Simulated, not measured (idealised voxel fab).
Process module heading - voxel transistor to metal
Square cells of 5 nm make up the cross-section cut, whose width is 265 nm.
Throughout this document, each cross-section is represented as a grid of square cells and is presented as a sequence of bands enumerated from the top downward, where a band comprises one or more rows of cells.
What a band's entry tells you: where the top is and where the bottom is, as heights in nm, and after that what lies inside, material by material from left to right, each with its width in nm. Empty space is written as the word "empty", and a single material marked with the word "throughout" occupies the band from edge to edge.
Heights from 0 (as-received wafer is one material below). Bottom band endless downward, as "0 -> down".
Note: "30->40" means the width goes from the first number (top row of the band) to the second number (bottom row) in equal steps per row of cells.
"no alterations made" means the step left every cell of the cross-section as it was.
Listed in "Unvented cavities": every empty space of 8 or more cells without an open way to the top. Form: width x height at distance, the distance being from the left edge, all in nm.
The remark found on a step's line after its settings is issued by the simulator itself and pertains to that step.
The optional step-line setting "overlay nm" applies to steps with a mask and quantifies how far to the right of its planned location the mask lay, a negative value indicating leftward placement.
Guide to the pairs. Each holds a before and an after cross-section around one process step; the after cross-section is cut off at the lowest band that changed. Look under the pair for the step between them and its settings. Pairs can come from different runs of this module on the same starting wafer, so a pair follows on from the one above it only where its entry headed "Cross-section, before" says it does.
**Cross-section, before**
    30 -> 25  empty: 45, TiN: 15, empty: 15, TiN: 15, empty: 80, TiN: 15, empty: 15, TiN: 15, empty: 50
    25 -> 20  TiN: 50, SiN: 5, TiN: 5, empty: 15, TiN: 5, SiN: 5, TiN: 90, SiN: 5, TiN: 5, empty: 15, TiN: 5, SiN: 5, TiN: 55
    20 -> 5  SiO2: 50, SiN: 5, TiN: 5, empty: 15, TiN: 5, SiN: 5, SiO2: 90, SiN: 5, TiN: 5, empty: 15, TiN: 5, SiN: 5, SiO2: 55
    5 -> 0  SiO2: 10, SiN: 5, SiO2: 35, SiN: 5, TiN: 5, empty: 15, TiN: 5, SiN: 5, SiO2: 35, SiN: 5, SiO2: 10, SiN: 5, SiO2: 35, SiN: 5, TiN: 5, empty: 15, TiN: 5, SiN: 5, SiO2: 35, SiN: 5, SiO2: 15
    0 -> -5  SiO2: 15, nSi: 35, TiN: 35, nSi: 35, SiO2: 20, nSi: 35, TiN: 35, nSi: 35, SiO2: 20
    -5 -> -35  SiO2: 15, Si: 105, SiO2: 20, Si: 105, SiO2: 20
    -35 -> down  Si throughout
    Unvented cavities: none
**Structure After Step**
    40 -> 30  W throughout
    30 -> 25  W: 45, TiN: 15, W: 15, TiN: 15, W: 80, TiN: 15, W: 15, TiN: 15, W: 50
    25 -> 20  TiN: 50, SiN: 5, TiN: 5, W: 15, TiN: 5, SiN: 5, TiN: 90, SiN: 5, TiN: 5, W: 15, TiN: 5, SiN: 5, TiN: 55
    20 -> 5  SiO2: 50, SiN: 5, TiN: 5, W: 15, TiN: 5, SiN: 5, SiO2: 90, SiN: 5, TiN: 5, W: 15, TiN: 5, SiN: 5, SiO2: 55
    5 -> 0  SiO2: 10, SiN: 5, SiO2: 35, SiN: 5, TiN: 5, W: 15, TiN: 5, SiN: 5, SiO2: 35, SiN: 5, SiO2: 10, SiN: 5, SiO2: 35, SiN: 5, TiN: 5, W: 15, TiN: 5, SiN: 5, SiO2: 35, SiN: 5, SiO2: 15
    All layers under 0 are left as they were.
    Unvented cavities: none
Between the two cross-sections you see above, the step is FILL_DEP,material W,thk nm 10
Cross-section, before: starting point is the after cross-section of the pair just above.
**Structure After Step**
    20 -> 5  SiO2: 50, SiN: 5, TiN: 5, W: 15, TiN: 5, SiN: 5, SiO2: 90, SiN: 5, TiN: 5, W: 15, TiN: 5, SiN: 5, SiO2: 55
    All layers under 5 are left as they were.
    Unvented cavities: none
Between the two cross-sections you see above, the step is CMP,height nm 20
Cross-section, before: starting point is the after cross-section of the pair just above.
**Structure After Step**
    30 -> 20  SiO2 throughout
    All layers under 20 are left as they were.
    Unvented cavities: none
Between the two cross-sections you see above, the step is DIRECTIONAL_DEP,material SiO2,thk nm 10
Cross-section, before: starting point is the after cross-section of the pair just above.
**Structure After Step**
    50 -> 30  resist: 25, empty: 15, resist: 55, empty: 15, resist: 40, empty: 15, resist: 55, empty: 15, resist: 30
    All layers under 30 are left as they were.
    Unvented cavities: none
Between the two cross-sections you see above, the step is PATTERN,tone open,mask id CONTACT,material resist,width nm 15,thk nm 20,overlay nm 0
Cross-section, before: starting point is the after cross-section of the pair just above.
**Structure After Step**
    50 -> 30  resist: 25, empty: 15, resist: 55, empty: 15, resist: 40, empty: 15, resist: 55, empty: 15, resist: 30
    30 -> 20  SiO2: 25, empty: 15, SiO2: 55, empty: 15, SiO2: 40, empty: 15, SiO2: 55, empty: 15, SiO2: 30
    20 -> 5  SiO2: 25, empty: 15, SiO2: 10, SiN: 5, TiN: 5, W: 15, TiN: 5, SiN: 5, SiO2: 10, empty: 15, SiO2: 40, empty: 15, SiO2: 10, SiN: 5, TiN: 5, W: 15, TiN: 5, SiN: 5, SiO2: 10, empty: 15, SiO2: 30
    5 -> 0  SiO2: 10, SiN: 5, SiO2: 10, empty: 15, SiO2: 10, SiN: 5, TiN: 5, W: 15, TiN: 5, SiN: 5, SiO2: 10, empty: 15, SiO2: 10, SiN: 5, SiO2: 10, SiN: 5, SiO2: 10, empty: 15, SiO2: 10, SiN: 5, TiN: 5, W: 15, TiN: 5, SiN: 5, SiO2: 10, empty: 15, SiO2: 10, SiN: 5, SiO2: 15
    All layers under 0 are left as they were.
    Unvented cavities: none
Between the two cross-sections you see above, the step is DIRECTIONAL_ETCH,etch materials SiO2,depth nm 30
Cross-section, before: starting point is the after cross-section of the pair just above.
**Structure After Step**
    30 -> 20  SiO2: 25, empty: 15, SiO2: 55, empty: 15, SiO2: 40, empty: 15, SiO2: 55, empty: 15, SiO2: 30
    All layers under 20 are left as they were.
    Unvented cavities: none
Between the two cross-sections you see above, the step is STRIP,etch materials resist
Cross-section, before: starting point is the after cross-section of the pair just above.
**Structure After Step**
    35 -> 30  TiN: 30, empty: 5, TiN: 65, empty: 5, TiN: 50, empty: 5, TiN: 65, empty: 5, TiN: 35
    30 -> 20  SiO2: 25, TiN: 5, empty: 5, TiN: 5, SiO2: 55, TiN: 5, empty: 5, TiN: 5, SiO2: 40, TiN: 5, empty: 5, TiN: 5, SiO2: 55, TiN: 5, empty: 5, TiN: 5, SiO2: 30
    20 -> 5  SiO2: 25, TiN: 5, empty: 5, TiN: 5, SiO2: 10, SiN: 5, TiN: 5, W: 15, TiN: 5, SiN: 5, SiO2: 10, TiN: 5, empty: 5, TiN: 5, SiO2: 40, TiN: 5, empty: 5, TiN: 5, SiO2: 10, SiN: 5, TiN: 5, W: 15, TiN: 5, SiN: 5, SiO2: 10, TiN: 5, empty: 5, TiN: 5, SiO2: 30
    5 -> 0  SiO2: 10, SiN: 5, SiO2: 10, TiN: 15, SiO2: 10, SiN: 5, TiN: 5, W: 15, TiN: 5, SiN: 5, SiO2: 10, TiN: 15, SiO2: 10, SiN: 5, SiO2: 10, SiN: 5, SiO2: 10, TiN: 15, SiO2: 10, SiN: 5, TiN: 5, W: 15, TiN: 5, SiN: 5, SiO2: 10, TiN: 15, SiO2: 10, SiN: 5, SiO2: 15
    All layers under 0 are left as they were.
    Unvented cavities: none
Between the two cross-sections you see above, the step is CONFORMAL_DEP,material TiN,thk nm 5
Cross-section, before: starting point is the after cross-section of the pair just above.
**Structure After Step**
    45 -> 35  Ru throughout
    35 -> 30  TiN: 30, Ru: 5, TiN: 65, Ru: 5, TiN: 50, Ru: 5, TiN: 65, Ru: 5, TiN: 35
    30 -> 20  SiO2: 25, TiN: 5, Ru: 5, TiN: 5, SiO2: 55, TiN: 5, Ru: 5, TiN: 5, SiO2: 40, TiN: 5, Ru: 5, TiN: 5, SiO2: 55, TiN: 5, Ru: 5, TiN: 5, SiO2: 30
    20 -> 5  SiO2: 25, TiN: 5, Ru: 5, TiN: 5, SiO2: 10, SiN: 5, TiN: 5, W: 15, TiN: 5, SiN: 5, SiO2: 10, TiN: 5, Ru: 5, TiN: 5, SiO2: 40, TiN: 5, Ru: 5, TiN: 5, SiO2: 10, SiN: 5, TiN: 5, W: 15, TiN: 5, SiN: 5, SiO2: 10, TiN: 5, Ru: 5, TiN: 5, SiO2: 30
    All layers under 5 are left as they were.
    Unvented cavities: none
Between the two cross-sections you see above, the step is FILL_DEP,material Ru,thk nm 10
Cross-section, before: starting point is the after cross-section of the pair just above.
**Structure After Step**
    30 -> 20  SiO2: 25, TiN: 5, Ru: 5, TiN: 5, SiO2: 55, TiN: 5, Ru: 5, TiN: 5, SiO2: 40, TiN: 5, Ru: 5, TiN: 5, SiO2: 55, TiN: 5, Ru: 5, TiN: 5, SiO2: 30
    All layers under 20 are left as they were.
    Unvented cavities: none
Between the two cross-sections you see above, the step is CMP,height nm 30
Cross-section, before: starting point is the after cross-section of the pair just above.
**Structure After Step**
    35 -> 30  SiN throughout
    All layers under 30 are left as they were.
    Unvented cavities: none
Between the two cross-sections you see above, the step is CONFORMAL_DEP,material SiN,thk nm 5
Cross-section, before: starting point is the after cross-section of the pair just above.
**Structure After Step**
    50 -> 35  lowk throughout
    All layers under 35 are left as they were.
    Unvented cavities: none
Between the two cross-sections you see above, the step is DIRECTIONAL_DEP,material lowk,thk nm 15
Cross-section, before: starting point is the after cross-section of the pair just above.
**Structure After Step**
    65 -> 50  resist: 25, empty: 15, resist: 55, empty: 15, resist: 40, empty: 15, resist: 55, empty: 15, resist: 30
    All layers under 50 are left as they were.
    Unvented cavities: none
Between the two cross-sections you see above, the step is PATTERN,tone open,mask id METAL_1,material resist,width nm 15,thk nm 15,overlay nm 0
Cross-section, before: starting point is the after cross-section of the pair just above.
**Structure After Step**
    65 -> 50  resist: 25, empty: 15, resist: 55, empty: 15, resist: 40, empty: 15, resist: 55, empty: 15, resist: 30
    50 -> 35  lowk: 25, empty: 15, lowk: 55, empty: 15, lowk: 40, empty: 15, lowk: 55, empty: 15, lowk: 30
    All layers under 35 are left as they were.
    Unvented cavities: none
Between the two cross-sections you see above, the step is DIRECTIONAL_ETCH,etch materials lowk,depth nm 15
Cross-section, before: starting point is the after cross-section of the pair just above.
**Structure After Step**
    65 -> 50  resist: 25, empty: 15, resist: 55, empty: 15, resist: 40, empty: 15, resist: 55, empty: 15, resist: 30
    50 -> 35  lowk: 25, empty: 15, lowk: 55, empty: 15, lowk: 40, empty: 15, lowk: 55, empty: 15, lowk: 30
    35 -> 30  SiN: 25, empty: 15, SiN: 55, empty: 15, SiN: 40, empty: 15, SiN: 55, empty: 15, SiN: 30
    All layers under 30 are left as they were.
    Unvented cavities: none
Between the two cross-sections you see above, the step is DIRECTIONAL_ETCH,etch materials SiN,depth nm 5
Cross-section, before: starting point is the after cross-section of the pair just above.
**Structure After Step**
    50 -> 35  lowk: 25, empty: 15, lowk: 55, empty: 15, lowk: 40, empty: 15, lowk: 55, empty: 15, lowk: 30
    All layers under 35 are left as they were.
    Unvented cavities: none
Between the two cross-sections you see above, the step is STRIP,etch materials resist
Cross-section, before: starting point is the after cross-section of the pair just above.
**Structure After Step**
    55 -> 50  TiN: 30, empty: 5, TiN: 65, empty: 5, TiN: 50, empty: 5, TiN: 65, empty: 5, TiN: 35
    50 -> 35  lowk: 25, TiN: 5, empty: 5, TiN: 5, lowk: 55, TiN: 5, empty: 5, TiN: 5, lowk: 40, TiN: 5, empty: 5, TiN: 5, lowk: 55, TiN: 5, empty: 5, TiN: 5, lowk: 30
    35 -> 30  SiN: 25, TiN: 15, SiN: 55, TiN: 15, SiN: 40, TiN: 15, SiN: 55, TiN: 15, SiN: 30
    All layers under 30 are left as they were.
    Unvented cavities: none
Between the two cross-sections you see above, the step is CONFORMAL_DEP,material TiN,thk nm 5
Cross-section, before: starting point is the after cross-section of the pair just above.
**Structure After Step**
    60 -> 55  Cu throughout
    55 -> 50  TiN: 30, Cu: 5, TiN: 65, Cu: 5, TiN: 50, Cu: 5, TiN: 65, Cu: 5, TiN: 35
    50 -> 35  lowk: 25, TiN: 5, Cu: 5, TiN: 5, lowk: 55, TiN: 5, Cu: 5, TiN: 5, lowk: 40, TiN: 5, Cu: 5, TiN: 5, lowk: 55, TiN: 5, Cu: 5, TiN: 5, lowk: 30
    All layers under 35 are left as they were.
    Unvented cavities: none
Between the two cross-sections you see above, the step is FILL_DEP,material Cu,thk nm 5
Cross-section, before: starting point is the after cross-section of the pair just above.
**Structure After Step**
    50 -> 35  lowk: 25, TiN: 5, Cu: 5, TiN: 5, lowk: 55, TiN: 5, Cu: 5, TiN: 5, lowk: 40, TiN: 5, Cu: 5, TiN: 5, lowk: 55, TiN: 5, Cu: 5, TiN: 5, lowk: 30
    All layers under 35 are left as they were.
    Unvented cavities: none
Between the two cross-sections you see above, the step is CMP,height nm 50
Cross-section, before: starting point is the after cross-section of the pair just above.
**Structure After Step**
    55 -> 50  empty: 20, Ru: 25, empty: 45, Ru: 25, empty: 30, Ru: 25, empty: 45, Ru: 25, empty: 25
    All layers under 50 are left as they were.
    Unvented cavities: none
Between the two cross-sections you see above, the step is EPI,material Ru,thk nm 5
Cross-section, before: starting point is the after cross-section of the pair just above.
**Structure After Step**
    60 -> 55  SiCN throughout
    55 -> 50  SiCN: 20, Ru: 25, SiCN: 45, Ru: 25, SiCN: 30, Ru: 25, SiCN: 45, Ru: 25, SiCN: 25
    All layers under 50 are left as they were.
    Unvented cavities: none
Between the two cross-sections you see above, the step is FILL_DEP,material SiCN,thk nm 5
**Cross-section, before**
    25 -> 15  empty: 15, aC: 105, empty: 20, aC: 105, empty: 20
    15 -> 5  empty: 15, SiN: 105, empty: 20, SiN: 105, empty: 20
    5 -> 0  empty: 15, SiO2: 105, empty: 20, SiO2: 105, empty: 20
    0 -> -35  empty: 15, Si: 105, empty: 20, Si: 105, empty: 20
    -35 -> down  Si throughout
    Unvented cavities: none
**Structure After Step**
    25 -> 15  empty: 15, aC: 105, empty: 20, aC: 105, empty: 20
    15 -> 5  empty: 15, SiN: 105, empty: 20, SiN: 105, empty: 20
    5 -> 0  empty: 15, SiO2: 105, empty: 20, SiO2: 105, empty: 20
    0 -> -70  empty: 15, Si: 105, empty: 20, Si: 105, empty: 20
    All layers under -70 are left as they were.
    Unvented cavities: none
Between the two cross-sections you see above, the step is DIRECTIONAL_ETCH,etch materials Si,depth nm 35
Cross-section, before: starting point is the after cross-section of the pair just above.
**Structure After Step**
    15 -> 5  empty: 15, SiN: 105, empty: 20, SiN: 105, empty: 20
    All layers under 5 are left as they were.
    Unvented cavities: none
Between the two cross-sections you see above, the step is STRIP,etch materials aC
Cross-section, before: starting point is the after cross-section of the pair just above.
**Structure After Step**
    25 -> 15  SiO2 throughout
    15 -> 5  SiO2: 15, SiN: 105, SiO2: 20, SiN: 105, SiO2: 20
    5 -> 0  SiO2 throughout
    0 -> -70  SiO2: 15, Si: 105, SiO2: 20, Si: 105, SiO2: 20
    All layers under -70 are left as they were.
    Unvented cavities: none
Between the two cross-sections you see above, the step is FILL_DEP,material SiO2,thk nm 10
Cross-section, before: starting point is the after cross-section of the pair just above.
**Structure After Step**
    15 -> 5  SiO2: 15, SiN: 105, SiO2: 20, SiN: 105, SiO2: 20
    All layers under 5 are left as they were.
    Unvented cavities: none
Between the two cross-sections you see above, the step is CMP,height nm 15
Cross-section, before: starting point is the after cross-section of the pair just above.
**Structure After Step**
    15 -> 10  empty: 15, SiN: 105, empty: 20, SiN: 105, empty: 20
    All layers under 10 are left as they were.
    Unvented cavities: none
Between the two cross-sections you see above, the step is SELECTIVE_ETCH,etch materials SiO2,depth nm 5
Cross-section, before: starting point is the after cross-section of the pair just above.
**Structure After Step**
    10 -> 5  SiO2: 15, empty: 105, SiO2: 20, empty: 105, SiO2: 20
    All layers under 5 are left as they were.
    Unvented cavities: none
Between the two cross-sections you see above, the step is STRIP,etch materials SiN
Cross-section, before: starting point is the after cross-section of the pair just above.
**Structure After Step**
    5 -> 0  SiO2: 10, empty: 115, SiO2: 10, empty: 115, SiO2: 15
    All layers under 0 are left as they were.
    Unvented cavities: none
Between the two cross-sections you see above, the step is SELECTIVE_ETCH,etch materials SiO2,depth nm 5
Cross-section, before: starting point is the after cross-section of the pair just above.
**Structure After Step**
    5 -> 0  SiO2: 10, empty: 115, SiO2: 10, empty: 115, SiO2: 15
    0 -> -5  SiO2 throughout
    All layers under -5 are left as they were.
    Unvented cavities: none
Between the two cross-sections you see above, the step is OXIDIZE,depth nm 5
Cross-section, before: starting point is the after cross-section of the pair just above.
**Structure After Step**
    30 -> 25  polySi: 10, empty: 115, polySi: 10, empty: 115, polySi: 15
    25 -> 5  polySi throughout
    5 -> 0  SiO2: 10, polySi: 115, SiO2: 10, polySi: 115, SiO2: 15
    All layers under 0 are left as they were.
    Unvented cavities: none
Between the two cross-sections you see above, the step is DIRECTIONAL_DEP,material polySi,thk nm 25
Cross-section, before: starting point is the after cross-section of the pair just above.
**Structure After Step**
    45 -> 40  SiCN: 10, empty: 115, SiCN: 10, empty: 115, SiCN: 15
    40 -> 30  SiCN throughout
    30 -> 25  polySi: 10, SiCN: 115, polySi: 10, SiCN: 115, polySi: 15
    All layers under 25 are left as they were.
    Unvented cavities: none
Between the two cross-sections you see above, the step is DIRECTIONAL_DEP,material SiCN,thk nm 15
Cross-section, before: starting point is the after cross-section of the pair just above.
**Structure After Step**
    40 -> 30  empty: 55, SiCN: 25, empty: 100, SiCN: 25, empty: 60
    30 -> 25  polySi: 10, empty: 45, SiCN: 25, empty: 45, polySi: 10, empty: 45, SiCN: 25, empty: 45, polySi: 15
    All layers under 25 are left as they were.
    Unvented cavities: none
Between the two cross-sections you see above, the step is MASKED_ETCH,tone cover,mask id GATE,width nm 25,pitch nm 125,etch materials SiCN,depth nm 25,overlay nm 0
Cross-section, before: starting point is the after cross-section of the pair just above.
**Structure After Step**
    40 -> 25  empty: 55, SiCN: 25, empty: 100, SiCN: 25, empty: 60
    25 -> 5  empty: 55, polySi: 25, empty: 100, polySi: 25, empty: 60
    5 -> 0  SiO2: 10, empty: 45, polySi: 25, empty: 45, SiO2: 10, empty: 45, polySi: 25, empty: 45, SiO2: 15
    All layers under 0 are left as they were.
    Unvented cavities: none
Between the two cross-sections you see above, the step is MASKED_ETCH,tone cover,mask id GATE,width nm 25,pitch nm 125,etch materials polySi,depth nm 35,overlay nm 0
Cross-section, before: starting point is the after cross-section of the pair just above.
**Structure After Step**
    45 -> 40  empty: 50, SiN: 35, empty: 90, SiN: 35, empty: 55
    40 -> 25  empty: 50, SiN: 5, SiCN: 25, SiN: 5, empty: 90, SiN: 5, SiCN: 25, SiN: 5, empty: 55
    25 -> 10  empty: 50, SiN: 5, polySi: 25, SiN: 5, empty: 90, SiN: 5, polySi: 25, SiN: 5, empty: 55
    10 -> 5  SiN: 15, empty: 35, SiN: 5, polySi: 25, SiN: 5, empty: 35, SiN: 20, empty: 35, SiN: 5, polySi: 25, SiN: 5, empty: 35, SiN: 20
    5 -> 0  SiO2: 10, SiN: 45, polySi: 25, SiN: 45, SiO2: 10, SiN: 45, polySi: 25, SiN: 45, SiO2: 15
    All layers under 0 are left as they were.
    Unvented cavities: none
Between the two cross-sections you see above, the step is CONFORMAL_DEP,material SiN,thk nm 5
Cross-section, before: starting point is the after cross-section of the pair just above.
**Structure After Step**
    40 -> 25  empty: 50, SiN: 5, SiCN: 25, SiN: 5, empty: 90, SiN: 5, SiCN: 25, SiN: 5, empty: 55
    25 -> 5  empty: 50, SiN: 5, polySi: 25, SiN: 5, empty: 90, SiN: 5, polySi: 25, SiN: 5, empty: 55
    5 -> 0  SiO2: 10, SiN: 5, empty: 35, SiN: 5, polySi: 25, SiN: 5, empty: 35, SiN: 5, SiO2: 10, SiN: 5, empty: 35, SiN: 5, polySi: 25, SiN: 5, empty: 35, SiN: 5, SiO2: 15
    All layers under 0 are left as they were.
    Unvented cavities: none
Between the two cross-sections you see above, the step is DIRECTIONAL_ETCH,etch materials SiN,depth nm 5
Cross-section, before: starting point is the after cross-section of the pair just above.
**Structure After Step**
    40 -> 25  empty: 50, SiN: 5, SiCN: 25, SiN: 5, empty: 90, SiN: 5, SiCN: 25, SiN: 5, empty: 55
    25 -> 5  empty: 50, SiN: 5, polySi: 25, SiN: 5, empty: 90, SiN: 5, polySi: 25, SiN: 5, empty: 55
    5 -> 0  empty: 10, SiN: 5, empty: 35, SiN: 5, polySi: 25, SiN: 5, empty: 35, SiN: 5, empty: 10, SiN: 5, empty: 35, SiN: 5, polySi: 25, SiN: 5, empty: 35, SiN: 5, empty: 15
    0 -> -5  SiO2: 15, empty: 35, SiO2: 35, empty: 35, SiO2: 20, empty: 35, SiO2: 35, empty: 35, SiO2: 20
    All layers under -5 are left as they were.
    Unvented cavities: none
Between the two cross-sections you see above, the step is DIRECTIONAL_ETCH,etch materials SiO2,depth nm 5
Cross-section, before: starting point is the after cross-section of the pair just above.
**Structure After Step**
    40 -> 25  empty: 50, SiN: 5, SiCN: 25, SiN: 5, empty: 90, SiN: 5, SiCN: 25, SiN: 5, empty: 55
    25 -> 5  empty: 50, SiN: 5, polySi: 25, SiN: 5, empty: 90, SiN: 5, polySi: 25, SiN: 5, empty: 55
    5 -> 0  empty: 10, SiN: 5, empty: 35, SiN: 5, polySi: 25, SiN: 5, empty: 35, SiN: 5, empty: 10, SiN: 5, empty: 35, SiN: 5, polySi: 25, SiN: 5, empty: 35, SiN: 5, empty: 15
    0 -> -5  SiO2: 15, nSi: 35, SiO2: 35, nSi: 35, SiO2: 20, nSi: 35, SiO2: 35, nSi: 35, SiO2: 20
    All layers under -5 are left as they were.
    Unvented cavities: none
Between the two cross-sections you see above, the step is EPI,material nSi,thk nm 5
Cross-section, before: starting point is the after cross-section of the pair just above.
**Structure After Step**
    50 -> 40  SiO2 throughout
    40 -> 25  SiO2: 50, SiN: 5, SiCN: 25, SiN: 5, SiO2: 90, SiN: 5, SiCN: 25, SiN: 5, SiO2: 55
    25 -> 5  SiO2: 50, SiN: 5, polySi: 25, SiN: 5, SiO2: 90, SiN: 5, polySi: 25, SiN: 5, SiO2: 55
    5 -> 0  SiO2: 10, SiN: 5, SiO2: 35, SiN: 5, polySi: 25, SiN: 5, SiO2: 35, SiN: 5, SiO2: 10, SiN: 5, SiO2: 35, SiN: 5, polySi: 25, SiN: 5, SiO2: 35, SiN: 5, SiO2: 15
    All layers under 0 are left as they were.
    Unvented cavities: none
Between the two cross-sections you see above, the step is FILL_DEP,material SiO2,thk nm 10
Cross-section, before: starting point is the after cross-section of the pair just above.
**Structure After Step**
    25 -> 5  SiO2: 50, SiN: 5, polySi: 25, SiN: 5, SiO2: 90, SiN: 5, polySi: 25, SiN: 5, SiO2: 55
    All layers under 5 are left as they were.
    Unvented cavities: none
Between the two cross-sections you see above, the step is CMP,height nm 25
Cross-section, before: starting point is the after cross-section of the pair just above.
**Structure After Step**
    25 -> 5  SiO2: 50, SiN: 5, empty: 25, SiN: 5, SiO2: 90, SiN: 5, empty: 25, SiN: 5, SiO2: 55
    5 -> 0  SiO2: 10, SiN: 5, SiO2: 35, SiN: 5, empty: 25, SiN: 5, SiO2: 35, SiN: 5, SiO2: 10, SiN: 5, SiO2: 35, SiN: 5, empty: 25, SiN: 5, SiO2: 35, SiN: 5, SiO2: 15
    All layers under 0 are left as they were.
    Unvented cavities: none
Between the two cross-sections you see above, the step is STRIP,etch materials polySi
Cross-section, before: starting point is the after cross-section of the pair just above.
**Structure After Step**
    25 -> 20  empty: 50, SiN: 5, empty: 25, SiN: 5, empty: 90, SiN: 5, empty: 25, SiN: 5, empty: 55
    20 -> 5  SiO2: 50, SiN: 5, empty: 25, SiN: 5, SiO2: 90, SiN: 5, empty: 25, SiN: 5, SiO2: 55
    5 -> 0  SiO2: 10, SiN: 5, SiO2: 35, SiN: 5, empty: 25, SiN: 5, SiO2: 35, SiN: 5, SiO2: 10, SiN: 5, SiO2: 35, SiN: 5, empty: 25, SiN: 5, SiO2: 35, SiN: 5, SiO2: 15
    0 -> -5  SiO2: 15, nSi: 35, empty: 35, nSi: 35, SiO2: 20, nSi: 35, empty: 35, nSi: 35, SiO2: 20
    All layers under -5 are left as they were.
    Unvented cavities: none
Between the two cross-sections you see above, the step is SELECTIVE_ETCH,etch materials SiO2,depth nm 5
Cross-section, before: starting point is the after cross-section of the pair just above.
**Structure After Step**
    30 -> 25  empty: 45, HfO2: 15, empty: 15, HfO2: 15, empty: 80, HfO2: 15, empty: 15, HfO2: 15, empty: 50
    25 -> 20  HfO2: 50, SiN: 5, HfO2: 5, empty: 15, HfO2: 5, SiN: 5, HfO2: 90, SiN: 5, HfO2: 5, empty: 15, HfO2: 5, SiN: 5, HfO2: 55
    20 -> 5  SiO2: 50, SiN: 5, HfO2: 5, empty: 15, HfO2: 5, SiN: 5, SiO2: 90, SiN: 5, HfO2: 5, empty: 15, HfO2: 5, SiN: 5, SiO2: 55
    5 -> 0  SiO2: 10, SiN: 5, SiO2: 35, SiN: 5, HfO2: 5, empty: 15, HfO2: 5, SiN: 5, SiO2: 35, SiN: 5, SiO2: 10, SiN: 5, SiO2: 35, SiN: 5, HfO2: 5, empty: 15, HfO2: 5, SiN: 5, SiO2: 35, SiN: 5, SiO2: 15
    0 -> -5  SiO2: 15, nSi: 35, HfO2: 35, nSi: 35, SiO2: 20, nSi: 35, HfO2: 35, nSi: 35, SiO2: 20
    All layers under -5 are left as they were.
    Unvented cavities: none
Between the two cross-sections you see above, the step is CONFORMAL_DEP,material HfO2,thk nm 5
Cross-section, before: starting point is the after cross-section of the pair just above.
**Structure After Step**
    35 -> 30  empty: 40, TiN: 25, empty: 5, TiN: 25, empty: 70, TiN: 25, empty: 5, TiN: 25, empty: 45
    30 -> 25  TiN: 45, HfO2: 15, TiN: 5, empty: 5, TiN: 5, HfO2: 15, TiN: 80, HfO2: 15, TiN: 5, empty: 5, TiN: 5, HfO2: 15, TiN: 50
    25 -> 20  HfO2: 50, SiN: 5, HfO2: 5, TiN: 5, empty: 5, TiN: 5, HfO2: 5, SiN: 5, HfO2: 90, SiN: 5, HfO2: 5, TiN: 5, empty: 5, TiN: 5, HfO2: 5, SiN: 5, HfO2: 55
    20 -> 5  SiO2: 50, SiN: 5, HfO2: 5, TiN: 5, empty: 5, TiN: 5, HfO2: 5, SiN: 5, SiO2: 90, SiN: 5, HfO2: 5, TiN: 5, empty: 5, TiN: 5, HfO2: 5, SiN: 5, SiO2: 55
    5 -> 0  SiO2: 10, SiN: 5, SiO2: 35, SiN: 5, HfO2: 5, TiN: 15, HfO2: 5, SiN: 5, SiO2: 35, SiN: 5, SiO2: 10, SiN: 5, SiO2: 35, SiN: 5, HfO2: 5, TiN: 15, HfO2: 5, SiN: 5, SiO2: 35, SiN: 5, SiO2: 15
    All layers under 0 are left as they were.
    Unvented cavities: none
Between the two cross-sections you see above, the step is CONFORMAL_DEP,material TiN,thk nm 5
Cross-section, before: starting point is the after cross-section of the pair just above.
**Structure After Step**
    45 -> 35  W throughout
    35 -> 30  W: 40, TiN: 25, W: 5, TiN: 25, W: 70, TiN: 25, W: 5, TiN: 25, W: 45
    30 -> 25  TiN: 45, HfO2: 15, TiN: 5, W: 5, TiN: 5, HfO2: 15, TiN: 80, HfO2: 15, TiN: 5, W: 5, TiN: 5, HfO2: 15, TiN: 50
    25 -> 20  HfO2: 50, SiN: 5, HfO2: 5, TiN: 5, W: 5, TiN: 5, HfO2: 5, SiN: 5, HfO2: 90, SiN: 5, HfO2: 5, TiN: 5, W: 5, TiN: 5, HfO2: 5, SiN: 5, HfO2: 55
    20 -> 5  SiO2: 50, SiN: 5, HfO2: 5, TiN: 5, W: 5, TiN: 5, HfO2: 5, SiN: 5, SiO2: 90, SiN: 5, HfO2: 5, TiN: 5, W: 5, TiN: 5, HfO2: 5, SiN: 5, SiO2: 55
    All layers under 5 are left as they were.
    Unvented cavities: none
Between the two cross-sections you see above, the step is FILL_DEP,material W,thk nm 10
Cross-section, before: starting point is the after cross-section of the pair just above.
**Structure After Step**
    20 -> 5  SiO2: 50, SiN: 5, HfO2: 5, TiN: 5, W: 5, TiN: 5, HfO2: 5, SiN: 5, SiO2: 90, SiN: 5, HfO2: 5, TiN: 5, W: 5, TiN: 5, HfO2: 5, SiN: 5, SiO2: 55
    All layers under 5 are left as they were.
    Unvented cavities: none
Between the two cross-sections you see above, the step is CMP,height nm 20
Cross-section, before: starting point is the after cross-section of the pair just above.
**Structure After Step**
    30 -> 20  SiO2 throughout
    All layers under 20 are left as they were.
    Unvented cavities: none
Between the two cross-sections you see above, the step is DIRECTIONAL_DEP,material SiO2,thk nm 10
Cross-section, before: starting point is the after cross-section of the pair just above.
**Structure After Step**
    50 -> 30  resist: 25, empty: 15, resist: 55, empty: 15, resist: 40, empty: 15, resist: 55, empty: 15, resist: 30
    All layers under 30 are left as they were.
    Unvented cavities: none
Between the two cross-sections you see above, the step is PATTERN,tone open,mask id CONTACT,material resist,width nm 15,thk nm 20,overlay nm 0
Cross-section, before: starting point is the after cross-section of the pair just above.
**Structure After Step**
    50 -> 30  resist: 25, empty: 15, resist: 55, empty: 15, resist: 40, empty: 15, resist: 55, empty: 15, resist: 30
    30 -> 20  SiO2: 25, empty: 15, SiO2: 55, empty: 15, SiO2: 40, empty: 15, SiO2: 55, empty: 15, SiO2: 30
    20 -> 5  SiO2: 25, empty: 15, SiO2: 10, SiN: 5, HfO2: 5, TiN: 5, W: 5, TiN: 5, HfO2: 5, SiN: 5, SiO2: 10, empty: 15, SiO2: 40, empty: 15, SiO2: 10, SiN: 5, HfO2: 5, TiN: 5, W: 5, TiN: 5, HfO2: 5, SiN: 5, SiO2: 10, empty: 15, SiO2: 30
    5 -> 0  SiO2: 10, SiN: 5, SiO2: 10, empty: 15, SiO2: 10, SiN: 5, HfO2: 5, TiN: 15, HfO2: 5, SiN: 5, SiO2: 10, empty: 15, SiO2: 10, SiN: 5, SiO2: 10, SiN: 5, SiO2: 10, empty: 15, SiO2: 10, SiN: 5, HfO2: 5, TiN: 15, HfO2: 5, SiN: 5, SiO2: 10, empty: 15, SiO2: 10, SiN: 5, SiO2: 15
    All layers under 0 are left as they were.
    Unvented cavities: none
Between the two cross-sections you see above, the step is DIRECTIONAL_ETCH,etch materials SiO2,depth nm 30
